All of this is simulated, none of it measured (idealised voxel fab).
Name of the process module below: voxel transistor to metal
It is cross-section cut that appears here, measuring 205 nm in width, its square cells being 5 nm in size.
Think of the cross-section as a grid of square cells. We describe it in bands, top to bottom, and each band covers one or more rows of those cells.
Basically the band line says how high the top is and how high the bottom is, in nm, and then what's in it from left to right, every material with its width in nm. Empty space shows up as "empty", and if a single material carries "everywhere" it runs the full band edge to edge.
A quick word on heights: they are counted from 0, and under that level the wafer as it came to us is one material throughout. The lowest band is different from the rest in having no bottom; it simply continues downward, written as in "0 and below".
You'd read "30 to 40" like this: the band's top row of cells is as wide as the first number, its bottom row is as wide as the second, and going down, every row changes width by the same amount as the row before did.
Basically "no modifications" means that step didn't change any cell in the cross-section.
Closed empty spaces (no open way to the top) of 8 cells or more are what "Enclosed internal cavities" lists, each as width x height at distance from the left edge, nm for all three.
Formally, on a step line, whatever follows the settings is a remark that the simulator itself makes on the step.
Steps that use a mask can have "overlay nm" on their line. It says how far the mask sat to the right of where it was meant to be. Negative means to the left.
Below is the list of planned process steps
1) RECEIVE, material Si
2) CONFORMAL_DEP, material SiO2, thk nm 5
3) CONFORMAL_DEP, material SiN, thk nm 15
4) PATTERN, tone cover, mask id ACTIVE, material resist, width nm 105, thk nm 20, overlay nm 0
5) DIRECTIONAL_ETCH, etch materials SiN, depth nm 15
6) DIRECTIONAL_ETCH, etch materials SiO2, depth nm 5
7) DIRECTIONAL_ETCH, etch materials Si, depth nm 30
8) STRIP, etch materials resist
9) OXIDIZE, depth nm 5
10) FILL_DEP, material SiO2, thk nm 15
11) CMP, height nm 20
12) SELECTIVE_ETCH, etch materials SiO2, depth nm 15
13) STRIP, etch materials SiN
14) SELECTIVE_ETCH, etch materials SiO2, depth nm 5
15) OXIDIZE, depth nm 5
16) DIRECTIONAL_DEP, material polySi, thk nm 25
17) DIRECTIONAL_DEP, material SiCN, thk nm 10
18) PATTERN, tone cover, mask id GATE, material resist, width nm 25, thk nm 15, overlay nm 0
19) DIRECTIONAL_ETCH, etch materials SiCN, depth nm 20
20) DIRECTIONAL_ETCH, etch materials polySi, depth nm 35
21) STRIP, etch materials resist
22) CONFORMAL_DEP, material SiN, thk nm 10
23) DIRECTIONAL_ETCH, etch materials SiN, depth nm 10
24) DIRECTIONAL_ETCH, etch materials SiO2, depth nm 5
25) EPI, material nSi, thk nm 5
26) FILL_DEP, material SiO2, thk nm 10
27) CMP, height nm 25
28) STRIP, etch materials polySi
29) SELECTIVE_ETCH, etch materials SiO2, depth nm 5
30) CONFORMAL_DEP, material HfO2, thk nm 5
31) CONFORMAL_DEP, material TiN, thk nm 5
32) FILL_DEP, material W, thk nm 10
33) CMP, height nm 20
34) DIRECTIONAL_DEP, material SiO2, thk nm 15
35) MASKED_ETCH, tone open, mask id CONTACT, width nm 15, pitch nm 80, etch materials SiO2, depth nm 35, overlay nm 0
36) CONFORMAL_DEP, material TiN, thk nm 5
37) FILL_DEP, material W, thk nm 5
38) CMP, height nm 35
39) DIRECTIONAL_DEP, material TiN, thk nm 5
40) DIRECTIONAL_DEP, material W, thk nm 15
41) DIRECTIONAL_DEP, material aC, thk nm 10
42) PATTERN, tone cover, mask id METAL_1, material resist, width nm 15, pitch nm 80, thk nm 25, overlay nm 0
43) DIRECTIONAL_ETCH, etch materials aC, depth nm 10
44) STRIP, etch materials resist
45) DIRECTIONAL_ETCH, etch materials W, depth nm 15
46) DIRECTIONAL_ETCH, etch materials TiN, depth nm 5
47) STRIP, etch materials aC
48) CONFORMAL_DEP, material SiCN, thk nm 5
49) FILL_DEP, material SiO2, thk nm 10
50) CMP, height nm 55
51) CONFORMAL_DEP, material SiCN, thk nm 5
52) DIRECTIONAL_DEP, material SiO2, thk nm 30
53) MASKED_ETCH, tone open, mask id METAL_2, width nm 15, pitch nm 80, etch materials SiO2, depth nm 20, overlay nm 0
54) DIRECTIONAL_DEP, material aC, thk nm 15
55) PATTERN, tone open, mask id METAL_2_HOLES, material resist, width nm 15, pitch nm 80, thk nm 35, overlay nm 0
56) DIRECTIONAL_ETCH, etch materials aC, depth nm 15
57) STRIP, etch materials resist
58) DIRECTIONAL_ETCH, etch materials SiO2, depth nm 10
59) DIRECTIONAL_ETCH, etch materials SiCN, depth nm 5
60) STRIP, etch materials aC
61) CONFORMAL_DEP, material TiN, thk nm 5
62) FILL_DEP, material Cu, thk nm 5
63) CMP, height nm 90
64) CONFORMAL_DEP, material SiCN, thk nm 5
Cross-section: wafer on arrival = after step 1
> 0 and below = Si everywhere
> Enclosed internal cavities: none
The following cross-section depicts the wafer upon conclusion of the module. Processing commenced from the starting condition illustrated above and adhered to the plan illustrated above, save for one mistake in execution
> 95 down to 90 = SiCN everywhere
> 90 down to 60 = SiO2=55; TiN=5; Cu=5; TiN=5; SiO2=65; TiN=5; Cu=5; TiN=5; SiO2=55
> 60 down to 55 = SiCN=55; TiN=15; SiCN=65; TiN=15; SiCN=55
> 55 down to 40 = SiO2=50; SiCN=5; W=15; SiCN=5; SiO2=55; SiCN=5; W=15; SiCN=5; SiO2=50
> 40 down to 35 = SiCN=55; TiN=15; SiCN=65; TiN=15; SiCN=55
> 35 down to 20 = SiO2=55; TiN=5; HfO2=5; TiN=5; SiO2=65; TiN=5; HfO2=5; TiN=5; SiO2=55
> 20 down to 5 = SiO2=55; TiN=5; HfO2=5; TiN=5; SiO2=10; SiN=10; HfO2=5; TiN=5; W=5; TiN=5; HfO2=5; SiN=10; SiO2=10; TiN=5; HfO2=5; TiN=5; SiO2=55
> 5 down to 0 = SiO2=55; TiN=15; SiO2=10; SiN=10; HfO2=5; TiN=15; HfO2=5; SiN=10; SiO2=10; TiN=15; SiO2=55
> 0 down to -5 = SiO2=50; nSi=30; SiO2=5; HfO2=35; SiO2=5; nSi=30; SiO2=50
> -5 down to -35 = SiO2=55; Si=95; SiO2=55
> -35 and below = Si everywhere
> Enclosed internal cavities: none
Misprocessing identified: step 37 changed vs plan, executed as FILL_DEP, material HfO2, thk nm 5
